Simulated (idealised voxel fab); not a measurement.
process module | voxel released beams
cross-section cut | 210 nm wide | cells 5 nm
A cross-section is a grid of square cells, given in bands from the top down. A band is one or more rows of cells.
Each band's line starts with the height of the band's top and of its bottom, in nm. Then come its materials from left to right, each with its width in nm. One material with "throughout" fills the band from edge to edge. "air" is empty space.
Height 0 is the level under which the wafer as received is all one material. The lowest band goes on downwards, as in "0 down".
A width such as "30 to 40" changes by the same amount from each row of cells to the next, from the band's top row to its bottom row.
"no change" after a step means that no cell of the cross-section changed.
closed voids: empty space of 8 cells or more with no open way to the top, each as width x height at its distance from the left edge, in nm
after a step's settings: what the simulator itself notes on the step
overlay nm, on a step with a mask: how far to the right of its planned place the mask lay; to the left if negative
plan
1 op RECEIVE | material Si
2 op CONFORMAL_DEP | material Al2O3 | thk nm 10
3 op DIRECTIONAL_DEP | material SiO2 | thk nm 20
4 op PATTERN | tone open | mask id ANCHOR | material resist | width nm 35 | thk nm 20 | overlay nm 0
5 op DIRECTIONAL_ETCH | etch materials SiO2 | depth nm 20
6 op STRIP | etch materials resist
7 op CONFORMAL_DEP | material polySi | thk nm 15
8 op MASKED_ETCH | tone cover | mask id BEAM | width nm 115 | etch materials polySi | depth nm 15 | overlay nm 0
9 op STRIP | etch materials SiO2
as received, after step 1
  0 down: Si throughout
  closed voids: none
a wafer at the end: this start, this plan, one mistake
  60 to 45: air 45 | polySi 115 | air 50
  45 to 30: polySi throughout
  30 to 10: SiO2 50 | polySi 35 | SiO2 125
  10 to 0: Al2O3 throughout
  0 down: Si throughout
  closed voids: none
what went wrong: step 7 was run twice
